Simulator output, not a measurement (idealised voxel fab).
The process module presented herein is designated voxel wiring stack.
Section shown: cut. Width: 240 nm. Cell size: 5 nm, square.
Format of a cross-section: grid, square cells. Given as bands. Order: top down. Band: one or more rows of cells. Quick guide to a band line: top height, bottom height (nm) up front; then every material left to right with its width in nm. Only one material and it's marked "throughout"? Then it fills the band edge to edge. And "blank" just means empty space. Height datum 0, below which the as-received substrate wafer is one material. Lowest band open at the bottom, running downward: "from 0 down". Top row gets the first number, bottom row gets the second, and each row in between changes by the same step: that is how a band width like "30->40" works. Where a step carries "no change occurred", the cross-section came out of it unchanged, cell for cell. Listed in "Sealed internal voids": every empty space of 8 or more cells without an open way to the top. Form: width x height at distance, the distance being from the left edge, all in nm. Read whatever lies past the settings on a step's line as the simulator's own remark about the step. Each step line may optionally specify "overlay nm", which for a step with a mask gives the rightward distance between the mask's planned place and where it lay, a negative value indicating the leftward direction.

-- The process steps that were planned are listed below
1. op RECEIVE | material Si
2. op CONFORMAL_DEP | material SiO2 | thk nm 15
3. op DIRECTIONAL_DEP | material TiN | thk nm 5
4. op DIRECTIONAL_DEP | material Ru | thk nm 20
5. op MASKED_ETCH | tone cover | mask id METAL_1 | width nm 25 | pitch nm 50 | etch materials Ru | depth nm 20 | overlay nm 0
6. op MASKED_ETCH | tone cover | mask id METAL_1 | width nm 25 | pitch nm 50 | etch materials TiN | depth nm 5 | overlay nm 0
7. op CONFORMAL_DEP | material SiCN | thk nm 5
8. op FILL_DEP | material lowk | thk nm 5
9. op CMP | height nm 40
10. op CONFORMAL_DEP | material SiCN | thk nm 5
11. op DIRECTIONAL_DEP | material SiO2 | thk nm 20
12. op DIRECTIONAL_DEP | material aC | thk nm 15
13. op PATTERN | tone open | mask id PLUG_1 | material resist | width nm 15 | pitch nm 100 | thk nm 30 | overlay nm 0
14. op DIRECTIONAL_ETCH | etch materials aC | depth nm 15
15. op STRIP | etch materials resist
16. op DIRECTIONAL_ETCH | etch materials SiO2 | depth nm 20
17. op DIRECTIONAL_ETCH | etch materials SiCN | depth nm 5
18. op STRIP | etch materials aC
19. op CONFORMAL_DEP | material TiN | thk nm 5
20. op FILL_DEP | material Cu | thk nm 5
21. op CMP | height nm 65
22. op DIRECTIONAL_DEP | material TiN | thk nm 5
23. op DIRECTIONAL_DEP | material Ru | thk nm 20
24. op MASKED_ETCH | tone cover | mask id METAL_2 | width nm 25 | pitch nm 50 | etch materials Ru | depth nm 20 | overlay nm 0
25. op MASKED_ETCH | tone cover | mask id METAL_2 | width nm 25 | pitch nm 50 | etch materials TiN | depth nm 5 | overlay nm 0
26. op CONFORMAL_DEP | material SiCN | thk nm 5
27. op FILL_DEP | material lowk | thk nm 10
28. op CMP | height nm 90
29. op CONFORMAL_DEP | material SiCN | thk nm 5
30. op DIRECTIONAL_DEP | material lowk | thk nm 30
31. op DIRECTIONAL_DEP | material aC | thk nm 15
32. op PATTERN | tone open | mask id METAL_3 | material resist | width nm 25 | pitch nm 50 | thk nm 35 | overlay nm 0
33. op DIRECTIONAL_ETCH | etch materials aC | depth nm 15
34. op STRIP | etch materials resist
35. op DIRECTIONAL_ETCH | etch materials lowk | depth nm 20
36. op STRIP | etch materials aC
37. op MASKED_ETCH | tone open | mask id METAL_3_HOLES | width nm 15 | pitch nm 100 | etch materials lowk | depth nm 10 | overlay nm 0
38. op MASKED_ETCH | tone open | mask id METAL_3_HOLES | width nm 15 | pitch nm 100 | etch materials SiCN | depth nm 5 | overlay nm 0
39. op CONFORMAL_DEP | material TiN | thk nm 5
40. op FILL_DEP | material Cu | thk nm 5
41. op CMP | height nm 125
42. op CONFORMAL_DEP | material SiCN | thk nm 5

-- Shown in cross-section is the wafer as received, that is, as it stands after step 1
  from 0 down  Si throughout
  Sealed internal voids: none

-- Cross-sectional view of the first of the two wafers upon completion of the module, processed in accordance with the plan
  from 130 to 125  SiCN throughout
  from 125 to 110  55 of lowk, 5 of TiN, 15 of Cu, 5 of TiN, 25 of lowk, 5 of TiN, 15 of Cu, 5 of TiN, 25 of lowk, 5 of TiN, 15 of Cu, 5 of TiN, 60 of lowk
  from 110 to 105  55 of lowk, 5 of TiN, 5 of Cu, 15 of TiN, 25 of lowk, 25 of TiN, 25 of lowk, 5 of TiN, 5 of Cu, 15 of TiN, 60 of lowk
  from 105 to 95  55 of lowk, 5 of TiN, 5 of Cu, 5 of TiN, 85 of lowk, 5 of TiN, 5 of Cu, 5 of TiN, 70 of lowk
  from 95 to 90  55 of SiCN, 15 of TiN, 85 of SiCN, 15 of TiN, 70 of SiCN
  from 90 to 70  50 of lowk, 5 of SiCN, 25 of Ru, 5 of SiCN, 15 of lowk, 5 of SiCN, 25 of Ru, 5 of SiCN, 15 of lowk, 5 of SiCN, 25 of Ru, 5 of SiCN, 55 of lowk
  from 70 to 65  55 of SiCN, 25 of TiN, 25 of SiCN, 25 of TiN, 25 of SiCN, 25 of TiN, 60 of SiCN
  from 65 to 45  55 of SiO2, 5 of TiN, 5 of Cu, 5 of TiN, 85 of SiO2, 5 of TiN, 5 of Cu, 5 of TiN, 70 of SiO2
  from 45 to 40  55 of SiCN, 15 of TiN, 85 of SiCN, 15 of TiN, 70 of SiCN
  from 40 to 20  50 of lowk, 5 of SiCN, 25 of Ru, 5 of SiCN, 15 of lowk, 5 of SiCN, 25 of Ru, 5 of SiCN, 15 of lowk, 5 of SiCN, 25 of Ru, 5 of SiCN, 55 of lowk
  from 20 to 15  55 of SiCN, 25 of TiN, 25 of SiCN, 25 of TiN, 25 of SiCN, 25 of TiN, 60 of SiCN
  from 15 to 0  SiO2 throughout
  from 0 down  Si throughout
  Sealed internal voids: none

-- End of module, second wafer, cross-section. Started like the first, planned like the first, run with one mistake
  from 130 to 125  SiCN throughout
  from 125 to 110  55 of lowk, 5 of TiN, 15 of Cu, 5 of TiN, 25 of lowk, 5 of TiN, 15 of Cu, 5 of TiN, 25 of lowk, 5 of TiN, 15 of Cu, 5 of TiN, 60 of lowk
  from 110 to 105  55 of lowk, 5 of TiN, 5 of Cu, 15 of TiN, 25 of lowk, 25 of TiN, 25 of lowk, 5 of TiN, 5 of Cu, 15 of TiN, 60 of lowk
  from 105 to 95  55 of lowk, 5 of TiN, 5 of Cu, 5 of TiN, 85 of lowk, 5 of TiN, 5 of Cu, 5 of TiN, 70 of lowk
  from 95 to 90  55 of SiCN, 15 of TiN, 85 of SiCN, 15 of TiN, 70 of SiCN
  from 90 to 70  50 of lowk, 5 of SiCN, 25 of Ru, 5 of SiCN, 15 of lowk, 5 of SiCN, 25 of Ru, 5 of SiCN, 15 of lowk, 5 of SiCN, 25 of Ru, 5 of SiCN, 55 of lowk
  from 70 to 65  55 of SiCN, 25 of TiN, 25 of SiCN, 25 of TiN, 25 of SiCN, 25 of TiN, 60 of SiCN
  from 65 to 45  55 of SiO2, 5 of TiN, 5 of Cu, 5 of TiN, 85 of SiO2, 5 of TiN, 5 of Cu, 5 of TiN, 70 of SiO2
  from 45 to 40  55 of SiCN, 15 of TiN, 85 of SiCN, 15 of TiN, 70 of SiCN
  from 40 to 25  50 of lowk, 5 of SiCN, 25 of Ru, 5 of SiCN, 15 of lowk, 5 of SiCN, 25 of Ru, 5 of SiCN, 15 of lowk, 5 of SiCN, 25 of Ru, 5 of SiCN, 55 of lowk
  from 25 to 20  55 of SiCN, 25 of Ru, 25 of SiCN, 25 of Ru, 25 of SiCN, 25 of Ru, 60 of SiCN
  from 20 to 5  SiO2 throughout
  from 5 to 0  TiN throughout
  from 0 down  Si throughout
  Sealed internal voids: none
In executing the process, a mistake was made relative to the plan: note: step 2 <-> step 3, run order reversed vs plan
Final wafer comparison in cells, second versus first, more or fewer per material: SiCN -6, TiN +33, lowk -27
